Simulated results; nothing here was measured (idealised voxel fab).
Process module, titled voxel wiring stack
FYI the section here is cut, 215 nm wide, cells are 5 nm squares.
In what follows, cross-sections appear as grids of square cells, described through bands that run from the top down, where every band is one or more rows of cells.
In this notation a band is specified by the heights of its top and bottom, in that order and in nm, after which its materials appear from left to right, each paired with its width in nm. The word "throughout" attached to a single material means that material fills the band from edge to edge; the word "blank" stands for empty space.
Below 0: as-received wafer, all one material; heights counted from there. Lowest band: no bottom, goes on down, written "from 0 down".
So if you see something like "30 to 40" for the width, read it as the top row of the band sitting at the first number and the bottom row at the second, with every row in between moving by the same amount as the last.
When a step is marked "identical to before", none of the cells in the cross-section changed during that step.
Voids not open to the top, 8 cells minimum: see "Voids, enclosed". Written width x height at distance; distance is from the left edge; nm.
Where a step's line continues beyond its settings, the continuation is a remark by the simulator itself on that step.
The "overlay nm" setting may appear on a step's line; for a step that uses a mask, it gives how far to the right of its planned position the mask lay, and a negative value indicates the left.
**Here's what the planned process steps look like**
1,RECEIVE | material Si
2,CONFORMAL_DEP | material SiO2 | thk nm 15
3,DIRECTIONAL_DEP | material TiN | thk nm 5
4,DIRECTIONAL_DEP | material Ru | thk nm 20
5,MASKED_ETCH | tone cover | mask id METAL_1 | width nm 25 | pitch nm 55 | etch materials Ru | depth nm 20 | overlay nm 0
6,MASKED_ETCH | tone cover | mask id METAL_1 | width nm 25 | pitch nm 55 | etch materials TiN | depth nm 5 | overlay nm 0
7,CONFORMAL_DEP | material SiN | thk nm 5
8,FILL_DEP | material lowk | thk nm 5
9,CMP | height nm 40
10,CONFORMAL_DEP | material SiCN | thk nm 5
11,DIRECTIONAL_DEP | material SiO2 | thk nm 30
12,PATTERN | tone open | mask id METAL_2 | material resist | width nm 25 | pitch nm 55 | thk nm 15 | overlay nm 0
13,DIRECTIONAL_ETCH | etch materials SiO2 | depth nm 20
14,STRIP | etch materials resist
15,DIRECTIONAL_DEP | material aC | thk nm 15
16,PATTERN | tone open | mask id METAL_2_HOLES | material resist | width nm 15 | pitch nm 55 | thk nm 30 | overlay nm 0
17,DIRECTIONAL_ETCH | etch materials aC | depth nm 15
18,STRIP | etch materials resist
19,DIRECTIONAL_ETCH | etch materials SiO2 | depth nm 10
20,DIRECTIONAL_ETCH | etch materials SiCN | depth nm 5
21,STRIP | etch materials aC
22,CONFORMAL_DEP | material TiN | thk nm 5
23,FILL_DEP | material Cu | thk nm 10
24,CMP | height nm 75
25,CONFORMAL_DEP | material SiCN | thk nm 5
**First wafer of two (run as planned)**
**This is the cross-section of the wafer as we received it, i.e. after step 1**
  from 0 down | Si throughout
  Voids, enclosed: none
**The wafer in cross-section once step 2 is complete**
  from 15 to 0 | SiO2 throughout
  Unchanged below 0.
**The wafer in cross-section once step 3 is complete**
  from 20 to 15 | TiN throughout
  Unchanged below 15.
**The wafer in cross-section once step 4 is complete**
  from 40 to 20 | Ru throughout
  Unchanged below 20.
**The wafer in cross-section once step 5 is complete**
  from 40 to 20 | 40 nm blank  25 nm Ru  30 nm blank  25 nm Ru  30 nm blank  25 nm Ru  40 nm blank
  Unchanged below 20.
**The wafer in cross-section once step 6 is complete**
  from 40 to 20 | 40 nm blank  25 nm Ru  30 nm blank  25 nm Ru  30 nm blank  25 nm Ru  40 nm blank
  from 20 to 15 | 40 nm blank  25 nm TiN  30 nm blank  25 nm TiN  30 nm blank  25 nm TiN  40 nm blank
  Unchanged below 15.
**The wafer in cross-section once step 7 is complete**
  from 45 to 40 | 35 nm blank  35 nm SiN  20 nm blank  35 nm SiN  20 nm blank  35 nm SiN  35 nm blank
  from 40 to 20 | 35 nm blank  5 nm SiN  25 nm Ru  5 nm SiN  20 nm blank  5 nm SiN  25 nm Ru  5 nm SiN  20 nm blank  5 nm SiN  25 nm Ru  5 nm SiN  35 nm blank
  from 20 to 15 | 40 nm SiN  25 nm TiN  30 nm SiN  25 nm TiN  30 nm SiN  25 nm TiN  40 nm SiN
  Unchanged below 15.
**The wafer in cross-section once step 8 is complete**
  from 50 to 45 | lowk throughout
  from 45 to 40 | 35 nm lowk  35 nm SiN  20 nm lowk  35 nm SiN  20 nm lowk  35 nm SiN  35 nm lowk
  from 40 to 20 | 35 nm lowk  5 nm SiN  25 nm Ru  5 nm SiN  20 nm lowk  5 nm SiN  25 nm Ru  5 nm SiN  20 nm lowk  5 nm SiN  25 nm Ru  5 nm SiN  35 nm lowk
  Unchanged below 20.
**The wafer in cross-section once step 9 is complete**
  from 40 to 20 | 35 nm lowk  5 nm SiN  25 nm Ru  5 nm SiN  20 nm lowk  5 nm SiN  25 nm Ru  5 nm SiN  20 nm lowk  5 nm SiN  25 nm Ru  5 nm SiN  35 nm lowk
  Unchanged below 20.
**The wafer in cross-section once step 10 is complete**
  from 45 to 40 | SiCN throughout
  Unchanged below 40.
**The wafer in cross-section once step 11 is complete**
  from 75 to 45 | SiO2 throughout
  Unchanged below 45.
**The wafer in cross-section once step 12 is complete**
  from 90 to 75 | 40 nm resist  25 nm blank  30 nm resist  25 nm blank  30 nm resist  25 nm blank  40 nm resist
  Unchanged below 75.
**The wafer in cross-section once step 13 is complete**
  from 90 to 75 | 40 nm resist  25 nm blank  30 nm resist  25 nm blank  30 nm resist  25 nm blank  40 nm resist
  from 75 to 55 | 40 nm SiO2  25 nm blank  30 nm SiO2  25 nm blank  30 nm SiO2  25 nm blank  40 nm SiO2
  Unchanged below 55.
**The wafer in cross-section once step 14 is complete**
  from 75 to 55 | 40 nm SiO2  25 nm blank  30 nm SiO2  25 nm blank  30 nm SiO2  25 nm blank  40 nm SiO2
  Unchanged below 55.
**The wafer in cross-section once step 15 is complete**
  from 90 to 75 | 40 nm aC  25 nm blank  30 nm aC  25 nm blank  30 nm aC  25 nm blank  40 nm aC
  from 75 to 70 | 40 nm SiO2  25 nm blank  30 nm SiO2  25 nm blank  30 nm SiO2  25 nm blank  40 nm SiO2
  from 70 to 55 | 40 nm SiO2  25 nm aC  30 nm SiO2  25 nm aC  30 nm SiO2  25 nm aC  40 nm SiO2
  Unchanged below 55.
**The wafer in cross-section once step 16 is complete**
  from 120 to 90 | 40 nm resist  15 nm blank  40 nm resist  15 nm blank  40 nm resist  15 nm blank  50 nm resist
  from 90 to 75 | 40 nm aC  15 nm blank  10 nm resist  30 nm aC  15 nm blank  10 nm resist  30 nm aC  15 nm blank  10 nm resist  40 nm aC
  from 75 to 70 | 40 nm SiO2  15 nm blank  10 nm resist  30 nm SiO2  15 nm blank  10 nm resist  30 nm SiO2  15 nm blank  10 nm resist  40 nm SiO2
  Unchanged below 70.
**The wafer in cross-section once step 17 is complete**
  from 105 to 90 | 40 nm resist  15 nm blank  40 nm resist  15 nm blank  40 nm resist  15 nm blank  50 nm resist
  from 90 to 75 | 40 nm aC  15 nm blank  10 nm resist  30 nm aC  15 nm blank  10 nm resist  30 nm aC  15 nm blank  10 nm resist  40 nm aC
  from 75 to 70 | 40 nm SiO2  15 nm blank  10 nm resist  30 nm SiO2  15 nm blank  10 nm resist  30 nm SiO2  15 nm blank  10 nm resist  40 nm SiO2
  from 70 to 55 | 40 nm SiO2  15 nm blank  10 nm aC  30 nm SiO2  15 nm blank  10 nm aC  30 nm SiO2  15 nm blank  10 nm aC  40 nm SiO2
  Unchanged below 55.
**The wafer in cross-section once step 18 is complete**
  from 90 to 75 | 40 nm aC  25 nm blank  30 nm aC  25 nm blank  30 nm aC  25 nm blank  40 nm aC
  from 75 to 70 | 40 nm SiO2  25 nm blank  30 nm SiO2  25 nm blank  30 nm SiO2  25 nm blank  40 nm SiO2
  Unchanged below 70.
**The wafer in cross-section once step 19 is complete**
  from 90 to 75 | 40 nm aC  25 nm blank  30 nm aC  25 nm blank  30 nm aC  25 nm blank  40 nm aC
  from 75 to 70 | 40 nm SiO2  25 nm blank  30 nm SiO2  25 nm blank  30 nm SiO2  25 nm blank  40 nm SiO2
  from 70 to 55 | 40 nm SiO2  15 nm blank  10 nm aC  30 nm SiO2  15 nm blank  10 nm aC  30 nm SiO2  15 nm blank  10 nm aC  40 nm SiO2
  from 55 to 45 | 40 nm SiO2  15 nm blank  40 nm SiO2  15 nm blank  40 nm SiO2  15 nm blank  50 nm SiO2
  Unchanged below 45.
**The wafer in cross-section once step 20 is complete**
  from 90 to 75 | 40 nm aC  25 nm blank  30 nm aC  25 nm blank  30 nm aC  25 nm blank  40 nm aC
  from 75 to 70 | 40 nm SiO2  25 nm blank  30 nm SiO2  25 nm blank  30 nm SiO2  25 nm blank  40 nm SiO2
  from 70 to 55 | 40 nm SiO2  15 nm blank  10 nm aC  30 nm SiO2  15 nm blank  10 nm aC  30 nm SiO2  15 nm blank  10 nm aC  40 nm SiO2
  from 55 to 45 | 40 nm SiO2  15 nm blank  40 nm SiO2  15 nm blank  40 nm SiO2  15 nm blank  50 nm SiO2
  from 45 to 40 | 40 nm SiCN  15 nm blank  40 nm SiCN  15 nm blank  40 nm SiCN  15 nm blank  50 nm SiCN
  Unchanged below 40.
**The wafer in cross-section once step 21 is complete**
  from 75 to 55 | 40 nm SiO2  25 nm blank  30 nm SiO2  25 nm blank  30 nm SiO2  25 nm blank  40 nm SiO2
  Unchanged below 55.
**The wafer in cross-section once step 22 is complete**
  from 80 to 75 | 45 nm TiN  15 nm blank  40 nm TiN  15 nm blank  40 nm TiN  15 nm blank  45 nm TiN
  from 75 to 60 | 40 nm SiO2  5 nm TiN  15 nm blank  5 nm TiN  30 nm SiO2  5 nm TiN  15 nm blank  5 nm TiN  30 nm SiO2  5 nm TiN  15 nm blank  5 nm TiN  40 nm SiO2
  from 60 to 55 | 40 nm SiO2  5 nm TiN  5 nm blank  15 nm TiN  30 nm SiO2  5 nm TiN  5 nm blank  15 nm TiN  30 nm SiO2  5 nm TiN  5 nm blank  15 nm TiN  40 nm SiO2
  from 55 to 45 | 40 nm SiO2  5 nm TiN  5 nm blank  5 nm TiN  40 nm SiO2  5 nm TiN  5 nm blank  5 nm TiN  40 nm SiO2  5 nm TiN  5 nm blank  5 nm TiN  50 nm SiO2
  from 45 to 40 | 40 nm SiCN  15 nm TiN  40 nm SiCN  15 nm TiN  40 nm SiCN  15 nm TiN  50 nm SiCN
  Unchanged below 40.
**The wafer in cross-section once step 23 is complete**
  from 90 to 80 | Cu throughout
  from 80 to 75 | 45 nm TiN  15 nm Cu  40 nm TiN  15 nm Cu  40 nm TiN  15 nm Cu  45 nm TiN
  from 75 to 60 | 40 nm SiO2  5 nm TiN  15 nm Cu  5 nm TiN  30 nm SiO2  5 nm TiN  15 nm Cu  5 nm TiN  30 nm SiO2  5 nm TiN  15 nm Cu  5 nm TiN  40 nm SiO2
  from 60 to 55 | 40 nm SiO2  5 nm TiN  5 nm Cu  15 nm TiN  30 nm SiO2  5 nm TiN  5 nm Cu  15 nm TiN  30 nm SiO2  5 nm TiN  5 nm Cu  15 nm TiN  40 nm SiO2
  from 55 to 45 | 40 nm SiO2  5 nm TiN  5 nm Cu  5 nm TiN  40 nm SiO2  5 nm TiN  5 nm Cu  5 nm TiN  40 nm SiO2  5 nm TiN  5 nm Cu  5 nm TiN  50 nm SiO2
  Unchanged below 45.
**The wafer in cross-section once step 24 is complete**
  from 75 to 60 | 40 nm SiO2  5 nm TiN  15 nm Cu  5 nm TiN  30 nm SiO2  5 nm TiN  15 nm Cu  5 nm TiN  30 nm SiO2  5 nm TiN  15 nm Cu  5 nm TiN  40 nm SiO2
  Unchanged below 60.
**The wafer in cross-section once step 25 is complete**
  from 80 to 75 | SiCN throughout
  Unchanged below 75.
**Second wafer, same starting conditions and recipe as the first, one mistake in executing it, nothing differs from the first up to and including step 11**
**Cross-section, second wafer, at the end time the plan gives for step 12**
  from 90 to 75 | 40 nm blank  25 nm resist  30 nm blank  25 nm resist  30 nm blank  25 nm resist  40 nm blank
  Unchanged below 75.
**Cross-section, second wafer, at the end time the plan gives for step 13**
  from 90 to 75 | 40 nm blank  25 nm resist  30 nm blank  25 nm resist  30 nm blank  25 nm resist  40 nm blank
  from 75 to 55 | 40 nm blank  25 nm SiO2  30 nm blank  25 nm SiO2  30 nm blank  25 nm SiO2  40 nm blank
  Unchanged below 55.
**Cross-section, second wafer, at the end time the plan gives for step 14**
  from 75 to 55 | 40 nm blank  25 nm SiO2  30 nm blank  25 nm SiO2  30 nm blank  25 nm SiO2  40 nm blank
  Unchanged below 55.
**Cross-section, second wafer, at the end time the plan gives for step 15**
  from 90 to 75 | 40 nm blank  25 nm aC  30 nm blank  25 nm aC  30 nm blank  25 nm aC  40 nm blank
  from 75 to 70 | 40 nm blank  25 nm SiO2  30 nm blank  25 nm SiO2  30 nm blank  25 nm SiO2  40 nm blank
  from 70 to 55 | 40 nm aC  25 nm SiO2  30 nm aC  25 nm SiO2  30 nm aC  25 nm SiO2  40 nm aC
  Unchanged below 55.
**Cross-section, second wafer, at the end time the plan gives for step 16**
  from 120 to 90 | 40 nm resist  15 nm blank  40 nm resist  15 nm blank  40 nm resist  15 nm blank  50 nm resist
  from 90 to 75 | 40 nm resist  25 nm aC  30 nm resist  25 nm aC  30 nm resist  25 nm aC  40 nm resist
  from 75 to 70 | 40 nm resist  25 nm SiO2  30 nm resist  25 nm SiO2  30 nm resist  25 nm SiO2  40 nm resist
  Unchanged below 70.
**Cross-section, second wafer, at the end time the plan gives for step 17**
  from 105 to 90 | 40 nm resist  15 nm blank  40 nm resist  15 nm blank  40 nm resist  15 nm blank  50 nm resist
  from 90 to 75 | 40 nm resist  15 nm blank  10 nm aC  30 nm resist  15 nm blank  10 nm aC  30 nm resist  15 nm blank  10 nm aC  40 nm resist
  Unchanged below 75.
**Cross-section, second wafer, at the end time the plan gives for step 18**
  from 90 to 75 | 55 nm blank  10 nm aC  45 nm blank  10 nm aC  45 nm blank  10 nm aC  40 nm blank
  from 75 to 70 | 40 nm blank  25 nm SiO2  30 nm blank  25 nm SiO2  30 nm blank  25 nm SiO2  40 nm blank
  Unchanged below 70.
**Cross-section, second wafer, at the end time the plan gives for step 19**
  from 90 to 75 | 55 nm blank  10 nm aC  45 nm blank  10 nm aC  45 nm blank  10 nm aC  40 nm blank
  from 75 to 70 | 55 nm blank  10 nm SiO2  45 nm blank  10 nm SiO2  45 nm blank  10 nm SiO2  40 nm blank
  from 70 to 65 | 40 nm aC  15 nm blank  10 nm SiO2  30 nm aC  15 nm blank  10 nm SiO2  30 nm aC  15 nm blank  10 nm SiO2  40 nm aC
  Unchanged below 65.
Cross-section, second wafer, at the end time the plan gives for step 20: identical to before
**Cross-section, second wafer, at the end time the plan gives for step 21**
  from 75 to 65 | 55 nm blank  10 nm SiO2  45 nm blank  10 nm SiO2  45 nm blank  10 nm SiO2  40 nm blank
  from 65 to 55 | 40 nm blank  25 nm SiO2  30 nm blank  25 nm SiO2  30 nm blank  25 nm SiO2  40 nm blank
  Unchanged below 55.
**Cross-section, second wafer, at the end time the plan gives for step 22**
  from 80 to 75 | 50 nm blank  20 nm TiN  35 nm blank  20 nm TiN  35 nm blank  20 nm TiN  35 nm blank
  from 75 to 65 | 50 to 35 nm blank  5 to 20 nm TiN  10 nm SiO2  5 nm TiN  35 to 20 nm blank  5 to 20 nm TiN  10 nm SiO2  5 nm TiN  35 to 20 nm blank  5 to 20 nm TiN  10 nm SiO2  5 nm TiN  35 nm blank
  from 65 to 60 | 35 nm blank  5 nm TiN  25 nm SiO2  5 nm TiN  20 nm blank  5 nm TiN  25 nm SiO2  5 nm TiN  20 nm blank  5 nm TiN  25 nm SiO2  5 nm TiN  35 nm blank
  from 60 to 55 | 40 nm TiN  25 nm SiO2  30 nm TiN  25 nm SiO2  30 nm TiN  25 nm SiO2  40 nm TiN
  Unchanged below 55.
**Cross-section, second wafer, at the end time the plan gives for step 23**
  from 90 to 80 | Cu throughout
  from 80 to 75 | 50 nm Cu  20 nm TiN  35 nm Cu  20 nm TiN  35 nm Cu  20 nm TiN  35 nm Cu
  from 75 to 65 | 50 to 35 nm Cu  5 to 20 nm TiN  10 nm SiO2  5 nm TiN  35 to 20 nm Cu  5 to 20 nm TiN  10 nm SiO2  5 nm TiN  35 to 20 nm Cu  5 to 20 nm TiN  10 nm SiO2  5 nm TiN  35 nm Cu
  from 65 to 60 | 35 nm Cu  5 nm TiN  25 nm SiO2  5 nm TiN  20 nm Cu  5 nm TiN  25 nm SiO2  5 nm TiN  20 nm Cu  5 nm TiN  25 nm SiO2  5 nm TiN  35 nm Cu
  Unchanged below 60.
**Cross-section, second wafer, at the end time the plan gives for step 24**
  from 75 to 65 | 50 to 35 nm Cu  5 to 20 nm TiN  10 nm SiO2  5 nm TiN  35 to 20 nm Cu  5 to 20 nm TiN  10 nm SiO2  5 nm TiN  35 to 20 nm Cu  5 to 20 nm TiN  10 nm SiO2  5 nm TiN  35 nm Cu
  Unchanged below 65.
**Cross-section, second wafer, at the end time the plan gives for step 25**
  from 80 to 75 | SiCN throughout
  Unchanged below 75.
It is concluded that the wafer was processed incorrectly with respect to the plan, in that step 12 ran with different settings than intended, the actual operation and settings being PATTERN | tone cover | mask id METAL_2 | material resist | width nm 25 | pitch nm 55 | thk nm 15 | overlay nm 0
It is noted that, at the conclusion of processing, the second wafer exhibits a higher or lower cell count for certain materials relative to the first: +39 Cu; +9 SiCN; -52 SiO2; +4 TiN
